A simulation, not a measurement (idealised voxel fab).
process module | voxel tone inversion
cross-section cut | 270 nm wide | cells 5 nm
A cross-section is a grid of square cells, given in bands from the top down. A band is one or more rows of cells.
Each band's line starts with the height of the band's top and of its bottom, in nm. Then come its materials from left to right, each with its width in nm. One material with "throughout" fills the band from edge to edge. "air" is empty space.
Height 0 is the level under which the wafer as received is all one material. The lowest band goes on downwards, as in "0 down".
A width such as "30 to 40" changes by the same amount from each row of cells to the next, from the band's top row to its bottom row.
"no change" after a step means that no cell of the cross-section changed.
closed voids: empty space of 8 cells or more with no open way to the top, each as width x height at its distance from the left edge, in nm
after a step's settings: what the simulator itself notes on the step
overlay nm, on a step with a mask: how far to the right of its planned place the mask lay; to the left if negative
plan
1 op RECEIVE | material Si
2 op CONFORMAL_DEP | material SiCN | thk nm 5
3 op DIRECTIONAL_DEP | material aC | thk nm 20
4 op PATTERN | tone cover | mask id POSTS | material resist | width nm 20 | pitch nm 50 | thk nm 30 | overlay nm 0
5 op DIRECTIONAL_ETCH | etch materials aC | depth nm 20
6 op STRIP | etch materials resist
7 op FILL_DEP | material lowk | thk nm 5
8 op CMP | height nm 25
9 op STRIP | etch materials aC
10 op CONFORMAL_DEP | material TiN | thk nm 5
11 op FILL_DEP | material Ru | thk nm 5
12 op CMP | height nm 25
13 op CONFORMAL_DEP | material SiN | thk nm 5
first wafer, as planned
as received, after step 1
  0 down: Si throughout
  closed voids: none
after step 2
  5 to 0: SiCN throughout
  below 0: unchanged
after step 3
  25 to 5: aC throughout
  below 5: unchanged
after step 4
  55 to 25: air 100 | resist 20 | air 30 | resist 20 | air 100
  below 25: unchanged
after step 5
  35 to 25: air 100 | resist 20 | air 30 | resist 20 | air 100
  25 to 5: air 100 | aC 20 | air 30 | aC 20 | air 100
  below 5: unchanged
after step 6
  25 to 5: air 100 | aC 20 | air 30 | aC 20 | air 100
  below 5: unchanged
after step 7
  30 to 25: lowk throughout
  25 to 5: lowk 100 | aC 20 | lowk 30 | aC 20 | lowk 100
  below 5: unchanged
after step 8
  25 to 5: lowk 100 | aC 20 | lowk 30 | aC 20 | lowk 100
  below 5: unchanged
after step 9
  25 to 5: lowk 100 | air 20 | lowk 30 | air 20 | lowk 100
  below 5: unchanged
after step 10
  30 to 25: TiN 105 | air 10 | TiN 40 | air 10 | TiN 105
  25 to 10: lowk 100 | TiN 5 | air 10 | TiN 5 | lowk 30 | TiN 5 | air 10 | TiN 5 | lowk 100
  10 to 5: lowk 100 | TiN 20 | lowk 30 | TiN 20 | lowk 100
  below 5: unchanged
after step 11
  35 to 30: Ru throughout
  30 to 25: TiN 105 | Ru 10 | TiN 40 | Ru 10 | TiN 105
  25 to 10: lowk 100 | TiN 5 | Ru 10 | TiN 5 | lowk 30 | TiN 5 | Ru 10 | TiN 5 | lowk 100
  below 10: unchanged
after step 12
  25 to 10: lowk 100 | TiN 5 | Ru 10 | TiN 5 | lowk 30 | TiN 5 | Ru 10 | TiN 5 | lowk 100
  below 10: unchanged
after step 13
  30 to 25: SiN throughout
  below 25: unchanged
second wafer: like start, like plan, one mistake. Through step 3 it matches the first wafer
when step 4 should have ended
  55 to 25: resist 100 | air 20 | resist 30 | air 20 | resist 100
  below 25: unchanged
when step 5 should have ended
  35 to 25: resist 100 | air 20 | resist 30 | air 20 | resist 100
  25 to 5: aC 100 | air 20 | aC 30 | air 20 | aC 100
  below 5: unchanged
when step 6 should have ended
  25 to 5: aC 100 | air 20 | aC 30 | air 20 | aC 100
  below 5: unchanged
when step 7 should have ended
  30 to 25: lowk throughout
  25 to 5: aC 100 | lowk 20 | aC 30 | lowk 20 | aC 100
  below 5: unchanged
when step 8 should have ended
  25 to 5: aC 100 | lowk 20 | aC 30 | lowk 20 | aC 100
  below 5: unchanged
when step 9 should have ended
  25 to 5: air 100 | lowk 20 | air 30 | lowk 20 | air 100
  below 5: unchanged
when step 10 should have ended
  30 to 25: air 95 | TiN 30 | air 20 | TiN 30 | air 95
  25 to 10: air 95 | TiN 5 | lowk 20 | TiN 5 | air 20 | TiN 5 | lowk 20 | TiN 5 | air 95
  10 to 5: TiN 100 | lowk 20 | TiN 30 | lowk 20 | TiN 100
  below 5: unchanged
when step 11 should have ended
  35 to 30: Ru throughout
  30 to 25: Ru 95 | TiN 30 | Ru 20 | TiN 30 | Ru 95
  25 to 10: Ru 95 | TiN 5 | lowk 20 | TiN 5 | Ru 20 | TiN 5 | lowk 20 | TiN 5 | Ru 95
  below 10: unchanged
when step 12 should have ended
  25 to 10: Ru 95 | TiN 5 | lowk 20 | TiN 5 | Ru 20 | TiN 5 | lowk 20 | TiN 5 | Ru 95
  below 10: unchanged
when step 13 should have ended
  30 to 25: SiN throughout
  below 25: unchanged
what went wrong: step 4 ran as: op PATTERN | tone open | mask id POSTS | material resist | width nm 20 | pitch nm 50 | thk nm 30 | overlay nm 0
at the end the second wafer has, in cells: 114 more of Ru | 38 more of TiN | 152 fewer of lowk
